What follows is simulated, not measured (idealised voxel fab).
Module name: voxel lift off (process module)
Cross-section cut spans 270 nm and uses square cells 5 nm in size.
In this document a cross-section is written as a grid of square cells. It is given as a series of bands, listed from the top down, and a band is one or more rows of cells. A band entry consists of two parts. The first gives the height of the band's top and the height of its bottom, in nm. The rest lists the band's materials from left to right, each with its width in nm. A single material labelled with the word "everywhere" fills the band from edge to edge, and the word "empty" marks empty space. Where do heights start? At 0: under that level the wafer as delivered is made of one material only. And the lowest band has no floor; it just carries on downward, as in "from 0 down". When a width is written as two numbers, as in "30->40", the first number is the width in the top row of cells of the band and the second is the width in its bottom row, and the width changes by the same amount from each row to the next. Given "no change" for a step, no cell of the cross-section differs between before and after that step. If an empty space has no open way to the top and is at least 8 cells in size, "Enclosed empty spaces" lists it, written width x height at distance, where distance is measured from the left edge and every value is in nm. Step line, after settings: the simulator's comment on this step. The line of a step may include "overlay nm". On a step with a mask, this value is how far to the right of its planned place the mask lay. A negative value means the mask lay to the left.
**plan**
step 1: RECEIVE,material Si
step 2: CONFORMAL_DEP,material SiO2,thk nm 5
step 3: PATTERN,tone open,mask id LINES,material resist,width nm 25,pitch nm 50,thk nm 30,overlay nm 0
step 4: DIRECTIONAL_DEP,material Ru,thk nm 15
step 5: STRIP,etch materials resist
step 6: CONFORMAL_DEP,material SiO2,thk nm 10
**So, the first of our two wafers, run just as we planned it**
**Wafer at receipt (post step 1), cross-section**
	from 0 down: Si everywhere
	Enclosed empty spaces: none
**Take a look at the wafer's cross-section after step 2**
	from 5 to 0: SiO2 everywhere
	below 0: unchanged
**Take a look at the wafer's cross-section after step 3**
	from 35 to 5: resist 45; empty 25; resist 25; empty 25; resist 25; empty 25; resist 25; empty 25; resist 50
	below 5: unchanged
**Take a look at the wafer's cross-section after step 4**
	from 50 to 35: Ru 45; empty 25; Ru 25; empty 25; Ru 25; empty 25; Ru 25; empty 25; Ru 50
	from 35 to 20: resist 45; empty 25; resist 25; empty 25; resist 25; empty 25; resist 25; empty 25; resist 50
	from 20 to 5: resist 45; Ru 25; resist 25; Ru 25; resist 25; Ru 25; resist 25; Ru 25; resist 50
	below 5: unchanged
**Take a look at the wafer's cross-section after step 5**
	from 20 to 5: empty 45; Ru 25; empty 25; Ru 25; empty 25; Ru 25; empty 25; Ru 25; empty 50
	below 5: unchanged
**Take a look at the wafer's cross-section after step 6**
	from 30 to 20: empty 35; SiO2 45; empty 5; SiO2 45; empty 5; SiO2 45; empty 5; SiO2 45; empty 40
	from 20 to 15: empty 35; SiO2 10; Ru 25; SiO2 10; empty 5; SiO2 10; Ru 25; SiO2 10; empty 5; SiO2 10; Ru 25; SiO2 10; empty 5; SiO2 10; Ru 25; SiO2 10; empty 40
	from 15 to 5: SiO2 45; Ru 25; SiO2 25; Ru 25; SiO2 25; Ru 25; SiO2 25; Ru 25; SiO2 50
	below 5: unchanged
**The second wafer was prepared from the same starting point and under the same plan as the first; its processing contained one mistake, and it remains indistinguishable from the first wafer up to and including step 4**
**Second wafer: cross-section at the scheduled end of step 5**
	from 20 to 5: empty 45; Ru 25; empty 25; Ru 25; empty 25; Ru 25; empty 25; Ru 25; empty 50
	below 5: unchanged
**Second wafer: cross-section at the scheduled end of step 6**
	from 30 to 20: empty 35; SiO2 45; empty 5; SiO2 45; empty 5; SiO2 45; empty 5; SiO2 45; empty 40
	from 20 to 15: empty 35; SiO2 10; Ru 25; SiO2 10; empty 5; SiO2 10; Ru 25; SiO2 10; empty 5; SiO2 10; Ru 25; SiO2 10; empty 5; SiO2 10; Ru 25; SiO2 10; empty 40
	from 15 to 5: SiO2 45; Ru 25; SiO2 25; Ru 25; SiO2 25; Ru 25; SiO2 25; Ru 25; SiO2 50
	below 5: unchanged
Nonconformance to the process plan: it should be noted that step 5 of the plan was executed twice
If you compare the two wafers at the end, their cross-sections are the same, so as far as this model is concerned the mistake changes nothing.
